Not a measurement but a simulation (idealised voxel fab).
Process module name: voxel fin reveal
Pictured: cross-section cut, 185 nm wide, on a grid of 5 nm square cells.
Just so we're on the same page, the cross-sections are grids of square cells, and they're listed out in bands top to bottom, each band one or more rows deep. Look at the band entry: it leads with the top's height and the bottom's height in nm. Then it lists the materials left to right, with a width in nm for each. The word "full width" on a single material says that material fills the band edge to edge. The word "empty" is empty space. Heights are measured from 0, the level below which the as-received wafer is all one material; the lowest band has no bottom and continues downward, written as in "0 down". Quick explanation for "30..40": the width changes in equal steps down the rows of cells, from the first number in the band's top row to the second number in its bottom row. For the purposes of this document, the phrase "remains unaltered" attached to a step denotes that no cell within the cross-section was modified by that step. Entry "Cavities, closed". Content: empty spaces with no open connection to the top, size 8 cells or greater. Each: width x height at distance. Distance: from left edge. Unit: nm. Formally, on a step line, whatever follows the settings is a remark that the simulator itself makes on the step. Regarding "overlay nm": on a step with a mask, it is the distance the mask lay to the right of its planned place; a negative value places it to the left.
[The planned process steps are enumerated hereunder]
1,RECEIVE (material Si)
2,CONFORMAL_DEP (material SiN; thk nm 5)
3,MASKED_ETCH (tone cover; mask id FINS; width nm 15; pitch nm 45; etch materials SiN; depth nm 5; overlay nm 0)
4,MASKED_ETCH (tone cover; mask id FINS; width nm 15; pitch nm 45; etch materials Si; depth nm 40; overlay nm 0)
5,OXIDIZE (depth nm 5)
6,FILL_DEP (material SiO2; thk nm 5)
7,CMP (height nm 5)
8,SELECTIVE_ETCH (etch materials SiO2; depth nm 25)
9,STRIP (etch materials SiN)
[Incoming wafer in cross-section (state: after step 1)]
    0 down = Si full width
    Cavities, closed: none
[First wafer of two, sectioned at end of module; run went per plan]
    0 to -20 = 20 empty  5 Si  40 empty  5 Si  40 empty  5 Si  40 empty  5 Si  25 empty
    -20 to -45 = 20 SiO2  5 Si  40 SiO2  5 Si  40 SiO2  5 Si  40 SiO2  5 Si  25 SiO2
    -45 down = Si full width
    Cavities, closed: none
[Cross-section, wafer two of two, end of module: same start and plan as wafer one, one error in execution]
    0 to -40 = 15 empty  5 SiO2  5 Si  5 SiO2  30 empty  5 SiO2  5 Si  5 SiO2  30 empty  5 SiO2  5 Si  5 SiO2  30 empty  5 SiO2  5 Si  5 SiO2  20 empty
    -40 to -45 = 20 SiO2  5 Si  40 SiO2  5 Si  40 SiO2  5 Si  40 SiO2  5 Si  25 SiO2
    -45 down = Si full width
    Cavities, closed: none
In executing the process, a mistake was made relative to the plan: step 6 deviated from plan and actually ran as FILL_DEP (material SiN; thk nm 5)
The closing comparison, in cells, has the second wafer with more or fewer of some materials than the first: 68 fewer of SiO2
